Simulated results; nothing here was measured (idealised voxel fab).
Process module heading - voxel released beams
This is section cut - it's 165 nm across, gridded in 5 nm square cells.
If you're reading a cross-section in this doc, picture square cells in a grid; it comes to you as bands, top ones listed first down to the bottom, and a band can be one or more rows of cells. Read a band's entry like this: the first values are the height of its top and the height of its bottom in nm, and what follows is the sequence of materials from left to right, each with its width in nm. Note that "air" is empty space, and that a single material marked "all across" reaches across the band from edge to edge. For the purposes of this specification, 0 denotes the height below which the wafer in its as-received condition is composed wholly of one material, and the lowermost band, lacking a lower limit, extends downward without end, as expressed in "0 nm and below". The notation "30..40" denotes a width that varies across the rows of cells in the band, beginning at the first number in the top row, finishing at the second number in the bottom row, and changing by an identical amount from each row to the next. "same as before" for a step: no cell of the cross-section changed in that step. "Internal closed voids" specifies each empty space that is not open to the top and that occupies no fewer than 8 cells, using the form width x height at distance, the distance measured from the left edge and all three quantities in nm. The remark found on a step's line after its settings is issued by the simulator itself and pertains to that step. overlay nm: right-of-plan distance of the mask on a masked step; negative values mean left-of-plan.

Plan
1,RECEIVE: material Si
2,CONFORMAL_DEP: material Al2O3, thk nm 5
3,DIRECTIONAL_DEP: material SiO2, thk nm 20
4,PATTERN: tone open, mask id ANCHOR, material resist, width nm 35, thk nm 15, overlay nm 0
5,DIRECTIONAL_ETCH: etch materials SiO2, depth nm 20
6,STRIP: etch materials resist
7,CONFORMAL_DEP: material W, thk nm 10
8,DIRECTIONAL_DEP: material aC, thk nm 10
9,PATTERN: tone cover, mask id BEAM, material resist, width nm 120, thk nm 30, overlay nm 0
10,DIRECTIONAL_ETCH: etch materials aC, depth nm 10
11,STRIP: etch materials resist
12,DIRECTIONAL_ETCH: etch materials W, depth nm 10
13,STRIP: etch materials aC
14,STRIP: etch materials SiO2

Below: the first of two wafers, run as planned

The cross-section here shows the wafer as received, i.e. in its state after step 1
- 0 nm and below  Si all across
- Internal closed voids: none

Wafer after step 2 (cross-section)
- 5 nm to 0 nm  Al2O3 all across
- Below 0, the layers are the same as they were.

Wafer after step 3 (cross-section)
- 25 nm to 5 nm  SiO2 all across
- Below 5, the layers are the same as they were.

Wafer after step 4 (cross-section)
- 40 nm to 25 nm  resist 25 | air 35 | resist 105
- Below 25, the layers are the same as they were.

Wafer after step 5 (cross-section)
- 40 nm to 25 nm  resist 25 | air 35 | resist 105
- 25 nm to 5 nm  SiO2 25 | air 35 | SiO2 105
- Below 5, the layers are the same as they were.

Wafer after step 6 (cross-section)
- 25 nm to 5 nm  SiO2 25 | air 35 | SiO2 105
- Below 5, the layers are the same as they were.

Wafer after step 7 (cross-section)
- 35 nm to 25 nm  W 35 | air 15 | W 115
- 25 nm to 15 nm  SiO2 25 | W 10 | air 15 | W 10 | SiO2 105
- 15 nm to 5 nm  SiO2 25 | W 35 | SiO2 105
- Below 5, the layers are the same as they were.

Wafer after step 8 (cross-section)
- 45 nm to 35 nm  aC 35 | air 15 | aC 115
- 35 nm to 25 nm  W 35 | air 15 | W 115
- 25 nm to 15 nm  SiO2 25 | W 10 | aC 15 | W 10 | SiO2 105
- Below 15, the layers are the same as they were.

Wafer after step 9 (cross-section)
- 75 nm to 45 nm  air 20 | resist 120 | air 25
- 45 nm to 35 nm  aC 35 | resist 15 | aC 115
- 35 nm to 25 nm  W 35 | resist 15 | W 115
- Below 25, the layers are the same as they were.

Wafer after step 10 (cross-section)
- 65 nm to 45 nm  air 20 | resist 120 | air 25
- 45 nm to 35 nm  air 20 | aC 15 | resist 15 | aC 90 | air 25
- Below 35, the layers are the same as they were.

Wafer after step 11 (cross-section)
- 45 nm to 35 nm  air 20 | aC 15 | air 15 | aC 90 | air 25
- 35 nm to 25 nm  W 35 | air 15 | W 115
- Below 25, the layers are the same as they were.

Wafer after step 12 (cross-section)
- 45 nm to 35 nm  air 20 | aC 15 | air 15 | aC 90 | air 25
- 35 nm to 25 nm  air 20 | W 15 | air 15 | W 90 | air 25
- Below 25, the layers are the same as they were.

Wafer after step 13 (cross-section)
- 35 nm to 25 nm  air 20 | W 15 | air 15 | W 90 | air 25
- 25 nm to 15 nm  SiO2 25 | W 10 | air 15 | W 10 | SiO2 105
- Below 15, the layers are the same as they were.

Wafer after step 14 (cross-section)
- 35 nm to 25 nm  air 20 | W 15 | air 15 | W 90 | air 25
- 25 nm to 15 nm  air 25 | W 10 | air 15 | W 10 | air 105
- 15 nm to 5 nm  air 25 | W 35 | air 105
- Below 5, the layers are the same as they were.

For the second wafer, take the first wafer's start and plan, then add one mistake made in running it; everything through step 12, that step included, is shared with the first

Second wafer, cut view, end of step 13 per plan
- 35 nm to 25 nm  air 20 | W 15 | air 15 | W 90 | air 25
- 25 nm to 15 nm  SiO2 25 | W 10 | air 15 | W 10 | SiO2 105
- Below 15, the layers are the same as they were.

Second wafer, cut view, end of step 14 per plan
- 35 nm to 25 nm  air 20 | W 15 | air 15 | W 90 | air 25
- 25 nm to 15 nm  air 25 | W 10 | air 15 | W 10 | air 105
- 15 nm to 5 nm  air 25 | W 35 | air 105
- Below 5, the layers are the same as they were.
The plan and the run diverged here: step 13 of the plan was performed twice
Upon completion, the cross-sectional profiles of the two wafers are identical; consequently, the error exerts no influence on the quantities computed by this model.
